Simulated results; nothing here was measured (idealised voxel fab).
A process module follows: voxel trench capacitor.
We display cut, a cross-section 245 nm in width whose square cells are each 5 nm.
Notation: cross-section as square-cell grid; stated in bands, top first, going down; one or more cell rows per band.
Look at the band entry: it leads with the top's height and the bottom's height in nm. Then it lists the materials left to right, with a width in nm for each. The word "throughout" on a single material says that material fills the band edge to edge. The word "blank" is empty space.
It should be noted that heights are counted from 0, beneath which the wafer as supplied is of one material throughout, and that the lowest band possesses no lower boundary but continues downward, as written in "0 nm and below".
Width spec "30->40" -> top row of cells at first value, bottom row at second value, equal per-row change in between.
Key: "left unchanged" - step with no changed cell in the cross-section.
Entry "Closed void list" = empty spaces >= 8 cells with no open way to the top; each as width x height at distance, distance from left edge, all nm.
The remark found on a step's line after its settings is issued by the simulator itself and pertains to that step.
"overlay nm" answers the question of how far to the right of plan the mask lay on a step that has a mask, and when it is negative the answer is to the left.
In what follows, pairs of cross-sections are presented, each taken before and after one process step, with the after cross-section shown only down to the lowest band that was altered; the step, together with its settings, is stated below the pair. The pairs may stem from different runs of this module on the same starting wafer; accordingly, a pair should be taken as continuing from the one above it solely where its entry headed "Status before step" indicates as much.

-- Status before step
0 nm and below: Si throughout
Closed void list: none

-- Resulting Structure
10 nm to 0 nm: SiN throughout
Below 0, the layers are the same as they were.
Closed void list: none
Process step bridging the above cross-sections: CONFORMAL_DEP with material SiN, thk nm 10

Status before step: see preceding pair, after cross-section.

-- Resulting Structure
20 nm to 10 nm: aC throughout
Below 10, the layers are the same as they were.
Closed void list: none
Process step bridging the above cross-sections: DIRECTIONAL_DEP with material aC, thk nm 10

Status before step: see preceding pair, after cross-section.

-- Resulting Structure
45 nm to 20 nm: resist=85  blank=25  resist=20  blank=25  resist=90
Below 20, the layers are the same as they were.
Closed void list: none
Process step bridging the above cross-sections: PATTERN with tone open, mask id TRENCH, material resist, width nm 25, pitch nm 45, thk nm 25, overlay nm 0

Status before step: see preceding pair, after cross-section.

-- Resulting Structure
35 nm to 20 nm: resist=85  blank=25  resist=20  blank=25  resist=90
20 nm to 10 nm: aC=85  blank=25  aC=20  blank=25  aC=90
Below 10, the layers are the same as they were.
Closed void list: none
Process step bridging the above cross-sections: DIRECTIONAL_ETCH with etch materials aC, depth nm 10

Status before step: see preceding pair, after cross-section.

-- Resulting Structure
20 nm to 10 nm: aC=85  blank=25  aC=20  blank=25  aC=90
Below 10, the layers are the same as they were.
Closed void list: none
Process step bridging the above cross-sections: STRIP with etch materials resist

Status before step: see preceding pair, after cross-section.

-- Resulting Structure
20 nm to 10 nm: aC=85  blank=25  aC=20  blank=25  aC=90
10 nm to 0 nm: SiN=85  blank=25  SiN=20  blank=25  SiN=90
Below 0, the layers are the same as they were.
Closed void list: none
Process step bridging the above cross-sections: DIRECTIONAL_ETCH with etch materials SiN, depth nm 10

Status before step: see preceding pair, after cross-section.

-- Resulting Structure
20 nm to 10 nm: aC=85  blank=25  aC=20  blank=25  aC=90
10 nm to 0 nm: SiN=85  blank=25  SiN=20  blank=25  SiN=90
0 nm to -35 nm: Si=85  blank=25  Si=20  blank=25  Si=90
Below -35, the layers are the same as they were.
Closed void list: none
Process step bridging the above cross-sections: DIRECTIONAL_ETCH with etch materials Si, depth nm 35

Status before step: see preceding pair, after cross-section.

-- Resulting Structure
10 nm to 0 nm: SiN=85  blank=25  SiN=20  blank=25  SiN=90
Below 0, the layers are the same as they were.
Closed void list: none
Process step bridging the above cross-sections: STRIP with etch materials aC

Status before step: see preceding pair, after cross-section.

-- Resulting Structure
15 nm to 10 nm: Al2O3=90  blank=15  Al2O3=30  blank=15  Al2O3=95
10 nm to 0 nm: SiN=85  Al2O3=5  blank=15  Al2O3=5  SiN=20  Al2O3=5  blank=15  Al2O3=5  SiN=90
0 nm to -30 nm: Si=85  Al2O3=5  blank=15  Al2O3=5  Si=20  Al2O3=5  blank=15  Al2O3=5  Si=90
-30 nm to -35 nm: Si=85  Al2O3=25  Si=20  Al2O3=25  Si=90
Below -35, the layers are the same as they were.
Closed void list: none
Process step bridging the above cross-sections: CONFORMAL_DEP with material Al2O3, thk nm 5

Status before step: see preceding pair, after cross-section.

-- Resulting Structure
20 nm to 15 nm: TiN=95  blank=5  TiN=40  blank=5  TiN=100
15 nm to 10 nm: Al2O3=90  TiN=5  blank=5  TiN=5  Al2O3=30  TiN=5  blank=5  TiN=5  Al2O3=95
10 nm to 0 nm: SiN=85  Al2O3=5  TiN=5  blank=5  TiN=5  Al2O3=5  SiN=20  Al2O3=5  TiN=5  blank=5  TiN=5  Al2O3=5  SiN=90
0 nm to -25 nm: Si=85  Al2O3=5  TiN=5  blank=5  TiN=5  Al2O3=5  Si=20  Al2O3=5  TiN=5  blank=5  TiN=5  Al2O3=5  Si=90
-25 nm to -30 nm: Si=85  Al2O3=5  TiN=15  Al2O3=5  Si=20  Al2O3=5  TiN=15  Al2O3=5  Si=90
Below -30, the layers are the same as they were.
Closed void list: none
Process step bridging the above cross-sections: CONFORMAL_DEP with material TiN, thk nm 5

Status before step: see preceding pair, after cross-section.

-- Resulting Structure
30 nm to 20 nm: W throughout
20 nm to 15 nm: TiN=95  W=5  TiN=40  W=5  TiN=100
15 nm to 10 nm: Al2O3=90  TiN=5  W=5  TiN=5  Al2O3=30  TiN=5  W=5  TiN=5  Al2O3=95
10 nm to 0 nm: SiN=85  Al2O3=5  TiN=5  W=5  TiN=5  Al2O3=5  SiN=20  Al2O3=5  TiN=5  W=5  TiN=5  Al2O3=5  SiN=90
0 nm to -25 nm: Si=85  Al2O3=5  TiN=5  W=5  TiN=5  Al2O3=5  Si=20  Al2O3=5  TiN=5  W=5  TiN=5  Al2O3=5  Si=90
Below -25, the layers are the same as they were.
Closed void list: none
Process step bridging the above cross-sections: FILL_DEP with material W, thk nm 10

Status before step: see preceding pair, after cross-section.

-- Resulting Structure
10 nm to 0 nm: SiN=85  Al2O3=5  TiN=5  W=5  TiN=5  Al2O3=5  SiN=20  Al2O3=5  TiN=5  W=5  TiN=5  Al2O3=5  SiN=90
Below 0, the layers are the same as they were.
Closed void list: none
Process step bridging the above cross-sections: CMP with height nm 10

-- Status before step
10 nm to 0 nm: SiN=85  blank=25  SiN=20  blank=25  SiN=90
0 nm to -35 nm: Si=85  blank=25  Si=20  blank=25  Si=90
-35 nm and below: Si throughout
Closed void list: none

-- Resulting Structure
15 nm to 10 nm: TiN=90  blank=15  TiN=30  blank=15  TiN=95
10 nm to 0 nm: SiN=85  TiN=5  blank=15  TiN=5  SiN=20  TiN=5  blank=15  TiN=5  SiN=90
0 nm to -30 nm: Si=85  TiN=5  blank=15  TiN=5  Si=20  TiN=5  blank=15  TiN=5  Si=90
-30 nm to -35 nm: Si=85  TiN=25  Si=20  TiN=25  Si=90
Below -35, the layers are the same as they were.
Closed void list: none
Process step bridging the above cross-sections: CONFORMAL_DEP with material TiN, thk nm 5

Status before step: see preceding pair, after cross-section.

-- Resulting Structure
25 nm to 15 nm: W throughout
15 nm to 10 nm: TiN=90  W=15  TiN=30  W=15  TiN=95
10 nm to 0 nm: SiN=85  TiN=5  W=15  TiN=5  SiN=20  TiN=5  W=15  TiN=5  SiN=90
0 nm to -30 nm: Si=85  TiN=5  W=15  TiN=5  Si=20  TiN=5  W=15  TiN=5  Si=90
Below -30, the layers are the same as they were.
Closed void list: none
Process step bridging the above cross-sections: FILL_DEP with material W, thk nm 10

Status before step: see preceding pair, after cross-section.

-- Resulting Structure
10 nm to 0 nm: SiN=85  TiN=5  W=15  TiN=5  SiN=20  TiN=5  W=15  TiN=5  SiN=90
Below 0, the layers are the same as they were.
Closed void list: none
Process step bridging the above cross-sections: CMP with height nm 10

-- Status before step
15 nm to 10 nm: TiN=90  blank=15  TiN=30  blank=15  TiN=95
10 nm to 0 nm: SiN=85  TiN=5  blank=15  TiN=5  SiN=20  TiN=5  blank=15  TiN=5  SiN=90
0 nm to -30 nm: Si=85  TiN=5  blank=15  TiN=5  Si=20  TiN=5  blank=15  TiN=5  Si=90
-30 nm to -35 nm: Si=85  TiN=25  Si=20  TiN=25  Si=90
-35 nm and below: Si throughout
Closed void list: none

-- Resulting Structure
20 nm to 15 nm: Al2O3=95  blank=5  Al2O3=40  blank=5  Al2O3=100
15 nm to 10 nm: TiN=90  Al2O3=5  blank=5  Al2O3=5  TiN=30  Al2O3=5  blank=5  Al2O3=5  TiN=95
10 nm to 0 nm: SiN=85  TiN=5  Al2O3=5  blank=5  Al2O3=5  TiN=5  SiN=20  TiN=5  Al2O3=5  blank=5  Al2O3=5  TiN=5  SiN=90
0 nm to -25 nm: Si=85  TiN=5  Al2O3=5  blank=5  Al2O3=5  TiN=5  Si=20  TiN=5  Al2O3=5  blank=5  Al2O3=5  TiN=5  Si=90
-25 nm to -30 nm: Si=85  TiN=5  Al2O3=15  TiN=5  Si=20  TiN=5  Al2O3=15  TiN=5  Si=90
Below -30, the layers are the same as they were.
Closed void list: none
Process step bridging the above cross-sections: CONFORMAL_DEP with material Al2O3, thk nm 5

Status before step: see preceding pair, after cross-section.

-- Resulting Structure
30 nm to 20 nm: W throughout
20 nm to 15 nm: Al2O3=95  W=5  Al2O3=40  W=5  Al2O3=100
15 nm to 10 nm: TiN=90  Al2O3=5  W=5  Al2O3=5  TiN=30  Al2O3=5  W=5  Al2O3=5  TiN=95
10 nm to 0 nm: SiN=85  TiN=5  Al2O3=5  W=5  Al2O3=5  TiN=5  SiN=20  TiN=5  Al2O3=5  W=5  Al2O3=5  TiN=5  SiN=90
0 nm to -25 nm: Si=85  TiN=5  Al2O3=5  W=5  Al2O3=5  TiN=5  Si=20  TiN=5  Al2O3=5  W=5  Al2O3=5  TiN=5  Si=90
Below -25, the layers are the same as they were.
Closed void list: none
Process step bridging the above cross-sections: FILL_DEP with material W, thk nm 10

Status before step: see preceding pair, after cross-section.

-- Resulting Structure
10 nm to 0 nm: SiN=85  TiN=5  Al2O3=5  W=5  Al2O3=5  TiN=5  SiN=20  TiN=5  Al2O3=5  W=5  Al2O3=5  TiN=5  SiN=90
Below 0, the layers are the same as they were.
Closed void list: none
Process step bridging the above cross-sections: CMP with height nm 10

-- Status before step
10 nm to 0 nm: SiN=85  blank=25  SiN=20  blank=25  SiN=90
0 nm to -35 nm: Si=85  blank=25  Si=20  blank=25  Si=90
-35 nm and below: Si throughout
Closed void list: none

-- Resulting Structure
25 nm to 10 nm: Al2O3 throughout
10 nm to 0 nm: SiN=85  Al2O3=25  SiN=20  Al2O3=25  SiN=90
0 nm to -35 nm: Si=85  Al2O3=25  Si=20  Al2O3=25  Si=90
Below -35, the layers are the same as they were.
Closed void list: none
Process step bridging the above cross-sections: CONFORMAL_DEP with material Al2O3, thk nm 15

Status before step: see preceding pair, after cross-section.

-- Resulting Structure
30 nm to 25 nm: TiN throughout
Below 25, the layers are the same as they were.
Closed void list: none
Process step bridging the above cross-sections: CONFORMAL_DEP with material TiN, thk nm 5

Status before step: see preceding pair, after cross-section.

-- Resulting Structure
40 nm to 30 nm: W throughout
Below 30, the layers are the same as they were.
Closed void list: none
Process step bridging the above cross-sections: FILL_DEP with material W, thk nm 10

Status before step: see preceding pair, after cross-section.

-- Resulting Structure
10 nm to 0 nm: SiN=85  Al2O3=25  SiN=20  Al2O3=25  SiN=90
Below 0, the layers are the same as they were.
Closed void list: none
Process step bridging the above cross-sections: CMP with height nm 10

-- Status before step
20 nm to 10 nm: aC throughout
10 nm to 0 nm: SiN throughout
0 nm and below: Si throughout
Closed void list: none

-- Resulting Structure
45 nm to 20 nm: resist=90  blank=20  resist=25  blank=20  resist=90
Below 20, the layers are the same as they were.
Closed void list: none
Process step bridging the above cross-sections: PATTERN with tone open, mask id TRENCH, material resist, width nm 20, pitch nm 45, thk nm 25, overlay nm 0

Status before step: see preceding pair, after cross-section.

-- Resulting Structure
35 nm to 20 nm: resist=90  blank=20  resist=25  blank=20  resist=90
20 nm to 10 nm: aC=90  blank=20  aC=25  blank=20  aC=90
Below 10, the layers are the same as they were.
Closed void list: none
Process step bridging the above cross-sections: DIRECTIONAL_ETCH with etch materials aC, depth nm 10

Status before step: see preceding pair, after cross-section.

-- Resulting Structure
20 nm to 10 nm: aC=90  blank=20  aC=25  blank=20  aC=90
Below 10, the layers are the same as they were.
Closed void list: none
Process step bridging the above cross-sections: STRIP with etch materials resist

Status before step: see preceding pair, after cross-section.

-- Resulting Structure
20 nm to 10 nm: aC=90  blank=20  aC=25  blank=20  aC=90
10 nm to 0 nm: SiN=90  blank=20  SiN=25  blank=20  SiN=90
Below 0, the layers are the same as they were.
Closed void list: none
Process step bridging the above cross-sections: DIRECTIONAL_ETCH with etch materials SiN, depth nm 10

Status before step: see preceding pair, after cross-section.

-- Resulting Structure
20 nm to 10 nm: aC=90  blank=20  aC=25  blank=20  aC=90
10 nm to 0 nm: SiN=90  blank=20  SiN=25  blank=20  SiN=90
0 nm to -35 nm: Si=90  blank=20  Si=25  blank=20  Si=90
Below -35, the layers are the same as they were.
Closed void list: none
Process step bridging the above cross-sections: DIRECTIONAL_ETCH with etch materials Si, depth nm 35

Status before step: see preceding pair, after cross-section.

-- Resulting Structure
10 nm to 0 nm: SiN=90  blank=20  SiN=25  blank=20  SiN=90
Below 0, the layers are the same as they were.
Closed void list: none
Process step bridging the above cross-sections: STRIP with etch materials aC

Status before step: see preceding pair, after cross-section.

-- Resulting Structure
15 nm to 10 nm: Al2O3=95  blank=10  Al2O3=35  blank=10  Al2O3=95
10 nm to 0 nm: SiN=90  Al2O3=5  blank=10  Al2O3=5  SiN=25  Al2O3=5  blank=10  Al2O3=5  SiN=90
0 nm to -30 nm: Si=90  Al2O3=5  blank=10  Al2O3=5  Si=25  Al2O3=5  blank=10  Al2O3=5  Si=90
-30 nm to -35 nm: Si=90  Al2O3=20  Si=25  Al2O3=20  Si=90
Below -35, the layers are the same as they were.
Closed void list: none
Process step bridging the above cross-sections: CONFORMAL_DEP with material Al2O3, thk nm 5

Status before step: see preceding pair, after cross-section.

-- Resulting Structure
20 nm to 15 nm: TiN throughout
15 nm to 10 nm: Al2O3=95  TiN=10  Al2O3=35  TiN=10  Al2O3=95
10 nm to 0 nm: SiN=90  Al2O3=5  TiN=10  Al2O3=5  SiN=25  Al2O3=5  TiN=10  Al2O3=5  SiN=90
0 nm to -30 nm: Si=90  Al2O3=5  TiN=10  Al2O3=5  Si=25  Al2O3=5  TiN=10  Al2O3=5  Si=90
Below -30, the layers are the same as they were.
Closed void list: none
Process step bridging the above cross-sections: CONFORMAL_DEP with material TiN, thk nm 5

Status before step: see preceding pair, after cross-section.

-- Resulting Structure
30 nm to 20 nm: W throughout
Below 20, the layers are the same as they were.
Closed void list: none
Process step bridging the above cross-sections: FILL_DEP with material W, thk nm 10

Status before step: see preceding pair, after cross-section.

-- Resulting Structure
10 nm to 0 nm: SiN=90  Al2O3=5  TiN=10  Al2O3=5  SiN=25  Al2O3=5  TiN=10  Al2O3=5  SiN=90
Below 0, the layers are the same as they were.
Closed void list: none
Process step bridging the above cross-sections: CMP with height nm 10

-- Status before step
20 nm to 10 nm: aC throughout
10 nm to 0 nm: SiN throughout
0 nm and below: Si throughout
Closed void list: none

-- Resulting Structure
45 nm to 20 nm: resist=95  blank=25  resist=20  blank=25  resist=80
Below 20, the layers are the same as they were.
Closed void list: none
Process step bridging the above cross-sections: PATTERN with tone open, mask id TRENCH, material resist, width nm 25, pitch nm 45, thk nm 25, overlay nm 10

Status before step: see preceding pair, after cross-section.

-- Resulting Structure
35 nm to 20 nm: resist=95  blank=25  resist=20  blank=25  resist=80
20 nm to 10 nm: aC=95  blank=25  aC=20  blank=25  aC=80
Below 10, the layers are the same as they were.
Closed void list: none
Process step bridging the above cross-sections: DIRECTIONAL_ETCH with etch materials aC, depth nm 10

Status before step: see preceding pair, after cross-section.

-- Resulting Structure
20 nm to 10 nm: aC=95  blank=25  aC=20  blank=25  aC=80
Below 10, the layers are the same as they were.
Closed void list: none
Process step bridging the above cross-sections: STRIP with etch materials resist

Status before step: see preceding pair, after cross-section.

-- Resulting Structure
20 nm to 10 nm: aC=95  blank=25  aC=20  blank=25  aC=80
10 nm to 0 nm: SiN=95  blank=25  SiN=20  blank=25  SiN=80
Below 0, the layers are the same as they were.
Closed void list: none
Process step bridging the above cross-sections: DIRECTIONAL_ETCH with etch materials SiN, depth nm 10

Status before step: see preceding pair, after cross-section.

-- Resulting Structure
20 nm to 10 nm: aC=95  blank=25  aC=20  blank=25  aC=80
10 nm to 0 nm: SiN=95  blank=25  SiN=20  blank=25  SiN=80
0 nm to -35 nm: Si=95  blank=25  Si=20  blank=25  Si=80
Below -35, the layers are the same as they were.
Closed void list: none
Process step bridging the above cross-sections: DIRECTIONAL_ETCH with etch materials Si, depth nm 35

Status before step: see preceding pair, after cross-section.

-- Resulting Structure
10 nm to 0 nm: SiN=95  blank=25  SiN=20  blank=25  SiN=80
Below 0, the layers are the same as they were.
Closed void list: none
Process step bridging the above cross-sections: STRIP with etch materials aC

Status before step: see preceding pair, after cross-section.

-- Resulting Structure
15 nm to 10 nm: Al2O3=100  blank=15  Al2O3=30  blank=15  Al2O3=85
10 nm to 0 nm: SiN=95  Al2O3=5  blank=15  Al2O3=5  SiN=20  Al2O3=5  blank=15  Al2O3=5  SiN=80
0 nm to -30 nm: Si=95  Al2O3=5  blank=15  Al2O3=5  Si=20  Al2O3=5  blank=15  Al2O3=5  Si=80
-30 nm to -35 nm: Si=95  Al2O3=25  Si=20  Al2O3=25  Si=80
Below -35, the layers are the same as they were.
Closed void list: none
Process step bridging the above cross-sections: CONFORMAL_DEP with material Al2O3, thk nm 5

Status before step: see preceding pair, after cross-section.

-- Resulting Structure
20 nm to 15 nm: TiN=105  blank=5  TiN=40  blank=5  TiN=90
15 nm to 10 nm: Al2O3=100  TiN=5  blank=5  TiN=5  Al2O3=30  TiN=5  blank=5  TiN=5  Al2O3=85
10 nm to 0 nm: SiN=95  Al2O3=5  TiN=5  blank=5  TiN=5  Al2O3=5  SiN=20  Al2O3=5  TiN=5  blank=5  TiN=5  Al2O3=5  SiN=80
0 nm to -25 nm: Si=95  Al2O3=5  TiN=5  blank=5  TiN=5  Al2O3=5  Si=20  Al2O3=5  TiN=5  blank=5  TiN=5  Al2O3=5  Si=80
-25 nm to -30 nm: Si=95  Al2O3=5  TiN=15  Al2O3=5  Si=20  Al2O3=5  TiN=15  Al2O3=5  Si=80
Below -30, the layers are the same as they were.
Closed void list: none
Process step bridging the above cross-sections: CONFORMAL_DEP with material TiN, thk nm 5

Status before step: see preceding pair, after cross-section.

-- Resulting Structure
30 nm to 20 nm: W throughout
20 nm to 15 nm: TiN=105  W=5  TiN=40  W=5  TiN=90
15 nm to 10 nm: Al2O3=100  TiN=5  W=5  TiN=5  Al2O3=30  TiN=5  W=5  TiN=5  Al2O3=85
10 nm to 0 nm: SiN=95  Al2O3=5  TiN=5  W=5  TiN=5  Al2O3=5  SiN=20  Al2O3=5  TiN=5  W=5  TiN=5  Al2O3=5  SiN=80
0 nm to -25 nm: Si=95  Al2O3=5  TiN=5  W=5  TiN=5  Al2O3=5  Si=20  Al2O3=5  TiN=5  W=5  TiN=5  Al2O3=5  Si=80
Below -25, the layers are the same as they were.
Closed void list: none
Process step bridging the above cross-sections: FILL_DEP with material W, thk nm 10

Status before step: see preceding pair, after cross-section.

-- Resulting Structure
10 nm to 0 nm: SiN=95  Al2O3=5  TiN=5  W=5  TiN=5  Al2O3=5  SiN=20  Al2O3=5  TiN=5  W=5  TiN=5  Al2O3=5  SiN=80
Below 0, the layers are the same as they were.
Closed void list: none
Process step bridging the above cross-sections: CMP with height nm 10

-- Status before step
10 nm to 0 nm: SiN=85  blank=25  SiN=20  blank=25  SiN=90
0 nm to -35 nm: Si=85  blank=25  Si=20  blank=25  Si=90
-35 nm and below: Si throughout
Closed void list: none

-- Resulting Structure
15 nm to 10 nm: W=90  blank=15  W=30  blank=15  W=95
10 nm to 0 nm: SiN=85  W=5  blank=15  W=5  SiN=20  W=5  blank=15  W=5  SiN=90
0 nm to -30 nm: Si=85  W=5  blank=15  W=5  Si=20  W=5  blank=15  W=5  Si=90
-30 nm to -35 nm: Si=85  W=25  Si=20  W=25  Si=90
Below -35, the layers are the same as they were.
Closed void list: none
Process step bridging the above cross-sections: CONFORMAL_DEP with material W, thk nm 5

Status before step: see preceding pair, after cross-section.

-- Resulting Structure
20 nm to 15 nm: TiN=95  blank=5  TiN=40  blank=5  TiN=100
15 nm to 10 nm: W=90  TiN=5  blank=5  TiN=5  W=30  TiN=5  blank=5  TiN=5  W=95
10 nm to 0 nm: SiN=85  W=5  TiN=5  blank=5  TiN=5  W=5  SiN=20  W=5  TiN=5  blank=5  TiN=5  W=5  SiN=90
0 nm to -25 nm: Si=85  W=5  TiN=5  blank=5  TiN=5  W=5  Si=20  W=5  TiN=5  blank=5  TiN=5  W=5  Si=90
-25 nm to -30 nm: Si=85  W=5  TiN=15  W=5  Si=20  W=5  TiN=15  W=5  Si=90
Below -30, the layers are the same as they were.
Closed void list: none
Process step bridging the above cross-sections: CONFORMAL_DEP with material TiN, thk nm 5

Status before step: see preceding pair, after cross-section.

-- Resulting Structure
30 nm to 20 nm: W throughout
20 nm to 15 nm: TiN=95  W=5  TiN=40  W=5  TiN=100
15 nm to 10 nm: W=90  TiN=5  W=5  TiN=5  W=30  TiN=5  W=5  TiN=5  W=95
10 nm to 0 nm: SiN=85  W=5  TiN=5  W=5  TiN=5  W=5  SiN=20  W=5  TiN=5  W=5  TiN=5  W=5  SiN=90
0 nm to -25 nm: Si=85  W=5  TiN=5  W=5  TiN=5  W=5  Si=20  W=5  TiN=5  W=5  TiN=5  W=5  Si=90
Below -25, the layers are the same as they were.
Closed void list: none
Process step bridging the above cross-sections: FILL_DEP with material W, thk nm 10

Status before step: see preceding pair, after cross-section.

-- Resulting Structure
10 nm to 0 nm: SiN=85  W=5  TiN=5  W=5  TiN=5  W=5  SiN=20  W=5  TiN=5  W=5  TiN=5  W=5  SiN=90
Below 0, the layers are the same as they were.
Closed void list: none
Process step bridging the above cross-sections: CMP with height nm 10

-- Status before step
20 nm to 10 nm: aC throughout
10 nm to 0 nm: SiN throughout
0 nm and below: Si throughout
Closed void list: none

-- Resulting Structure
45 nm to 20 nm: blank=85  resist=25  blank=20  resist=25  blank=90
Below 20, the layers are the same as they were.
Closed void list: none
Process step bridging the above cross-sections: PATTERN with tone cover, mask id TRENCH, material resist, width nm 25, pitch nm 45, thk nm 25, overlay nm 0

Status before step: see preceding pair, after cross-section.

-- Resulting Structure
35 nm to 20 nm: blank=85  resist=25  blank=20  resist=25  blank=90
20 nm to 10 nm: blank=85  aC=25  blank=20  aC=25  blank=90
Below 10, the layers are the same as they were.
Closed void list: none
Process step bridging the above cross-sections: DIRECTIONAL_ETCH with etch materials aC, depth nm 10

Status before step: see preceding pair, after cross-section.

-- Resulting Structure
20 nm to 10 nm: blank=85  aC=25  blank=20  aC=25  blank=90
Below 10, the layers are the same as they were.
Closed void list: none
Process step bridging the above cross-sections: STRIP with etch materials resist

Status before step: see preceding pair, after cross-section.

-- Resulting Structure
20 nm to 10 nm: blank=85  aC=25  blank=20  aC=25  blank=90
10 nm to 0 nm: blank=85  SiN=25  blank=20  SiN=25  blank=90
Below 0, the layers are the same as they were.
Closed void list: none
Process step bridging the above cross-sections: DIRECTIONAL_ETCH with etch materials SiN, depth nm 10

Status before step: see preceding pair, after cross-section.

-- Resulting Structure
20 nm to 10 nm: blank=85  aC=25  blank=20  aC=25  blank=90
10 nm to 0 nm: blank=85  SiN=25  blank=20  SiN=25  blank=90
0 nm to -35 nm: blank=85  Si=25  blank=20  Si=25  blank=90
Below -35, the layers are the same as they were.
Closed void list: none
Process step bridging the above cross-sections: DIRECTIONAL_ETCH with etch materials Si, depth nm 35

Status before step: see preceding pair, after cross-section.

-- Resulting Structure
10 nm to 0 nm: blank=85  SiN=25  blank=20  SiN=25  blank=90
Below 0, the layers are the same as they were.
Closed void list: none
Process step bridging the above cross-sections: STRIP with etch materials aC

Status before step: see preceding pair, after cross-section.

-- Resulting Structure
15 nm to 10 nm: blank=80  Al2O3=35  blank=10  Al2O3=35  blank=85
10 nm to 0 nm: blank=80  Al2O3=5  SiN=25  Al2O3=5  blank=10  Al2O3=5  SiN=25  Al2O3=5  blank=85
0 nm to -30 nm: blank=80  Al2O3=5  Si=25  Al2O3=5  blank=10  Al2O3=5  Si=25  Al2O3=5  blank=85
-30 nm to -35 nm: Al2O3=85  Si=25  Al2O3=20  Si=25  Al2O3=90
Below -35, the layers are the same as they were.
Closed void list: none
Process step bridging the above cross-sections: CONFORMAL_DEP with material Al2O3, thk nm 5

Status before step: see preceding pair, after cross-section.

-- Resulting Structure
20 nm to 15 nm: blank=75  TiN=90  blank=80
15 nm to 10 nm: blank=75  TiN=5  Al2O3=35  TiN=10  Al2O3=35  TiN=5  blank=80
10 nm to 0 nm: blank=75  TiN=5  Al2O3=5  SiN=25  Al2O3=5  TiN=10  Al2O3=5  SiN=25  Al2O3=5  TiN=5  blank=80
0 nm to -25 nm: blank=75  TiN=5  Al2O3=5  Si=25  Al2O3=5  TiN=10  Al2O3=5  Si=25  Al2O3=5  TiN=5  blank=80
-25 nm to -30 nm: TiN=80  Al2O3=5  Si=25  Al2O3=5  TiN=10  Al2O3=5  Si=25  Al2O3=5  TiN=85
Below -30, the layers are the same as they were.
Closed void list: none
Process step bridging the above cross-sections: CONFORMAL_DEP with material TiN, thk nm 5

Status before step: see preceding pair, after cross-section.

-- Resulting Structure
30 nm to 20 nm: W throughout
20 nm to 15 nm: W=75  TiN=90  W=80
15 nm to 10 nm: W=75  TiN=5  Al2O3=35  TiN=10  Al2O3=35  TiN=5  W=80
10 nm to 0 nm: W=75  TiN=5  Al2O3=5  SiN=25  Al2O3=5  TiN=10  Al2O3=5  SiN=25  Al2O3=5  TiN=5  W=80
0 nm to -25 nm: W=75  TiN=5  Al2O3=5  Si=25  Al2O3=5  TiN=10  Al2O3=5  Si=25  Al2O3=5  TiN=5  W=80
Below -25, the layers are the same as they were.
Closed void list: none
Process step bridging the above cross-sections: FILL_DEP with material W, thk nm 10

Status before step: see preceding pair, after cross-section.

-- Resulting Structure
10 nm to 0 nm: W=75  TiN=5  Al2O3=5  SiN=25  Al2O3=5  TiN=10  Al2O3=5  SiN=25  Al2O3=5  TiN=5  W=80
Below 0, the layers are the same as they were.
Closed void list: none
Process step bridging the above cross-sections: CMP with height nm 10
